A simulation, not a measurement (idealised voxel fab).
The following process module bears the name voxel capacitor over wiring.
This is section cut - it's 245 nm across, gridded in 5 nm square cells.
Cross-section = grid of square cells, listed top down in bands; band = one or more rows. Heads up on the band format: heights come first, top then bottom, in nm. After that it's the materials left to right, each with its width in nm. A single material flagged "edge to edge" fills the whole band edge to edge, and "air" means there's empty space there. Counting heights begins at 0, where everything beneath is, in the wafer as received, one material. The lowest band has no bottom; it goes on downwards, as "0..down" shows. A width given as "30..40" starts at the first number in the band's top row and ends at the second number in its bottom row, shifting by an equal amount at every step from row to row. Step marked "remains unaltered"? Then no cell in the cross-section changed in it. So "Fully enclosed voids" is basically the list of trapped voids: any empty space of 8 cells or more that can't reach the top through an opening. They're written width x height at distance, the distance being from the left edge, and it's all nm. Post-settings text on a step line: simulator's own remark regarding the step. overlay nm: step with mask; distance mask lay right of planned place; negative value = left of planned place.
List of planned process steps:
1,RECEIVE (material Si)
2,CONFORMAL_DEP (material SiO2; thk nm 15)
3,DIRECTIONAL_DEP (material TiN; thk nm 5)
4,DIRECTIONAL_DEP (material W; thk nm 15)
5,MASKED_ETCH (tone cover; mask id METAL_1; width nm 20; pitch nm 85; etch materials W; depth nm 15; overlay nm 0)
6,MASKED_ETCH (tone cover; mask id METAL_1; width nm 20; pitch nm 85; etch materials TiN; depth nm 5; overlay nm 0)
7,CONFORMAL_DEP (material SiN; thk nm 5)
8,FILL_DEP (material lowk; thk nm 10)
9,CMP (height nm 35)
10,CONFORMAL_DEP (material SiCN; thk nm 5)
11,DIRECTIONAL_DEP (material lowk; thk nm 20)
12,MASKED_ETCH (tone open; mask id PLUG_1; width nm 15; etch materials lowk; depth nm 20; overlay nm 0)
13,MASKED_ETCH (tone open; mask id PLUG_1; width nm 15; etch materials SiCN; depth nm 5; overlay nm 0)
14,EPI (material Ru; thk nm 10)
15,EPI (material Ru; thk nm 10)
16,EPI (material Ru; thk nm 5)
17,DIRECTIONAL_DEP (material TiN; thk nm 5)
18,DIRECTIONAL_DEP (material Al2O3; thk nm 5)
19,DIRECTIONAL_DEP (material TiN; thk nm 5)
20,PATTERN (tone cover; mask id UPPER_PLATE; material resist; width nm 70; thk nm 15; overlay nm 0)
21,DIRECTIONAL_ETCH (etch materials TiN; depth nm 5)
22,DIRECTIONAL_ETCH (etch materials Al2O3; depth nm 5)
23,STRIP (etch materials resist)
24,PATTERN (tone cover; mask id LOWER_PLATE; material resist; width nm 80; thk nm 20; overlay nm -15)
25,DIRECTIONAL_ETCH (etch materials TiN; depth nm 5)
26,STRIP (etch materials resist)
27,FILL_DEP (material SiO2; thk nm 20)
28,CMP (height nm 90)
29,MASKED_ETCH (tone open; mask id PLUG_2; width nm 15; etch materials SiO2; depth nm 15; overlay nm 0)
30,CONFORMAL_DEP (material TiN; thk nm 5)
31,FILL_DEP (material Ru; thk nm 10)
32,CMP (height nm 90)
33,CONFORMAL_DEP (material SiN; thk nm 5)
It is noted that the wafers described herein are identical at the outset and are distinguished by the overlay nm of step 24; the value stated in the plan corresponds to the first wafer.
Cross-section, first of several wafers, as delivered after step 1:
- 0..down = Si edge to edge
- Fully enclosed voids: none
Row per wafer, end-of-module: cell gain (+)/loss (-) by material since the wafer came in, then closed voids:
overlay nm -15 | +14 Al2O3 | +17 Ru | +46 SiCN | +102 SiN | +388 SiO2 | +45 TiN | +24 W | +295 lowk | Fully enclosed voids: none
overlay nm -10 | +14 Al2O3 | +17 Ru | +46 SiCN | +102 SiN | +388 SiO2 | +45 TiN | +24 W | +295 lowk | Fully enclosed voids: none
overlay nm -5 | +14 Al2O3 | +17 Ru | +46 SiCN | +102 SiN | +388 SiO2 | +45 TiN | +24 W | +295 lowk | Fully enclosed voids: none
overlay nm 0 | +14 Al2O3 | +17 Ru | +46 SiCN | +102 SiN | +388 SiO2 | +45 TiN | +24 W | +295 lowk | Fully enclosed voids: none
overlay nm 5 | +14 Al2O3 | +17 Ru | +46 SiCN | +102 SiN | +388 SiO2 | +45 TiN | +24 W | +295 lowk | Fully enclosed voids: none
overlay nm 10 | +14 Al2O3 | +17 Ru | +46 SiCN | +102 SiN | +388 SiO2 | +45 TiN | +24 W | +295 lowk | Fully enclosed voids: none
overlay nm 15 | +14 Al2O3 | +17 Ru | +46 SiCN | +102 SiN | +388 SiO2 | +45 TiN | +24 W | +295 lowk | Fully enclosed voids: none
